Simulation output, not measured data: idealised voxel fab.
The following is a process module called voxel air gaps.
Each square cell in cross-section cut measures 5 nm, and the section as a whole is 235 nm wide.
Format of a cross-section: grid, square cells. Given as bands. Order: top down. Band: one or more rows of cells.
Heights first: top, then bottom, in nm. Then materials, left to right, each with a width in nm. "throughout" on a single material: fills the band edge to edge. "empty": empty space.
Height 0 is the level under which the wafer as received is all one material. The lowest band goes on downwards, as in "0 -> down".
The notation "30 to 40" denotes a width that varies across the rows of cells in the band, beginning at the first number in the top row, finishing at the second number in the bottom row, and changing by an identical amount from each row to the next.
"remained the same" after a step means that no cell of the cross-section changed.
In the "Enclosed void list" entry, you get each enclosed empty space of 8 cells or more, one with no open way to the top, written width x height at distance, distance from the left edge, in nm.
That trailing text on a step's line, after the settings, is the simulator's own remark on the step.
overlay nm, on a step with a mask: how far to the right of its planned place the mask lay; to the left if negative

[plan]
- 1: RECEIVE with material Si
- 2: CONFORMAL_DEP with material SiO2, thk nm 10
- 3: CONFORMAL_DEP with material SiN, thk nm 5
- 4: DIRECTIONAL_DEP with material SiO2, thk nm 40
- 5: DIRECTIONAL_DEP with material aC, thk nm 15
- 6: PATTERN with tone open, mask id LINES, material resist, width nm 25, pitch nm 55, thk nm 30, overlay nm 0
- 7: DIRECTIONAL_ETCH with etch materials aC, depth nm 15
- 8: STRIP with etch materials resist
- 9: DIRECTIONAL_ETCH with etch materials SiO2, depth nm 40
- 10: STRIP with etch materials aC
- 11: CONFORMAL_DEP with material TiN, thk nm 5
- 12: FILL_DEP with material Cu, thk nm 5
- 13: CMP with height nm 55
- 14: EPI with material Ru, thk nm 10
- 15: SELECTIVE_ETCH with etch materials SiO2, depth nm 50
- 16: CONFORMAL_DEP with material SiCN, thk nm 5

[as received, after step 1]
- 0 -> down  Si throughout
- Enclosed void list: none

[Cross-section, first of two wafers, end of module, run as planned]
- 70 -> 65  empty 5 nm, SiCN 220 nm, empty 10 nm
- 65 -> 55  empty 5 nm, SiCN 5 nm, Ru 45 nm, SiCN 10 nm, Ru 45 nm, SiCN 10 nm, Ru 45 nm, SiCN 10 nm, Ru 45 nm, SiCN 5 nm, empty 10 nm
- 55 -> 50  empty 5 nm, SiCN 15 nm, TiN 5 nm, Cu 15 nm, TiN 5 nm, SiCN 30 nm, TiN 5 nm, Cu 15 nm, TiN 5 nm, SiCN 30 nm, TiN 5 nm, Cu 15 nm, TiN 5 nm, SiCN 30 nm, TiN 5 nm, Cu 15 nm, TiN 5 nm, SiCN 15 nm, empty 10 nm
- 50 -> 20  empty 15 nm, SiCN 5 nm, TiN 5 nm, Cu 15 nm, TiN 5 nm, SiCN 5 nm, empty 20 nm, SiCN 5 nm, TiN 5 nm, Cu 15 nm, TiN 5 nm, SiCN 5 nm, empty 20 nm, SiCN 5 nm, TiN 5 nm, Cu 15 nm, TiN 5 nm, SiCN 5 nm, empty 20 nm, SiCN 5 nm, TiN 5 nm, Cu 15 nm, TiN 5 nm, SiCN 5 nm, empty 20 nm
- 20 -> 15  SiCN 20 nm, TiN 25 nm, SiCN 30 nm, TiN 25 nm, SiCN 30 nm, TiN 25 nm, SiCN 30 nm, TiN 25 nm, SiCN 25 nm
- 15 -> 10  SiN throughout
- 10 -> 0  SiO2 throughout
- 0 -> down  Si throughout
- Enclosed void list: 20 x 30 at 50; 20 x 30 at 105; 20 x 30 at 160

[Now the second wafer, cross-sectioned at the end of the module. Nothing different at the start, nothing different in the plan compared with the first, just one mistake when it was actually run]
- 70 -> 65  empty 5 nm, aC 220 nm, empty 10 nm
- 65 -> 55  empty 5 nm, aC 5 nm, Ru 45 nm, aC 10 nm, Ru 45 nm, aC 10 nm, Ru 45 nm, aC 10 nm, Ru 45 nm, aC 5 nm, empty 10 nm
- 55 -> 50  empty 5 nm, aC 15 nm, TiN 5 nm, Cu 15 nm, TiN 5 nm, aC 30 nm, TiN 5 nm, Cu 15 nm, TiN 5 nm, aC 30 nm, TiN 5 nm, Cu 15 nm, TiN 5 nm, aC 30 nm, TiN 5 nm, Cu 15 nm, TiN 5 nm, aC 15 nm, empty 10 nm
- 50 -> 20  empty 15 nm, aC 5 nm, TiN 5 nm, Cu 15 nm, TiN 5 nm, aC 5 nm, empty 20 nm, aC 5 nm, TiN 5 nm, Cu 15 nm, TiN 5 nm, aC 5 nm, empty 20 nm, aC 5 nm, TiN 5 nm, Cu 15 nm, TiN 5 nm, aC 5 nm, empty 20 nm, aC 5 nm, TiN 5 nm, Cu 15 nm, TiN 5 nm, aC 5 nm, empty 20 nm
- 20 -> 15  aC 20 nm, TiN 25 nm, aC 30 nm, TiN 25 nm, aC 30 nm, TiN 25 nm, aC 30 nm, TiN 25 nm, aC 25 nm
- 15 -> 10  SiN throughout
- 10 -> 0  SiO2 throughout
- 0 -> down  Si throughout
- Enclosed void list: 20 x 30 at 50; 20 x 30 at 105; 20 x 30 at 160
Plan not followed: step 16 changed vs plan, executed as CONFORMAL_DEP with material aC, thk nm 5
Final comparison by cell count, materials where the second wafer has more or fewer than the first: SiCN: 159 fewer | aC: 159 more
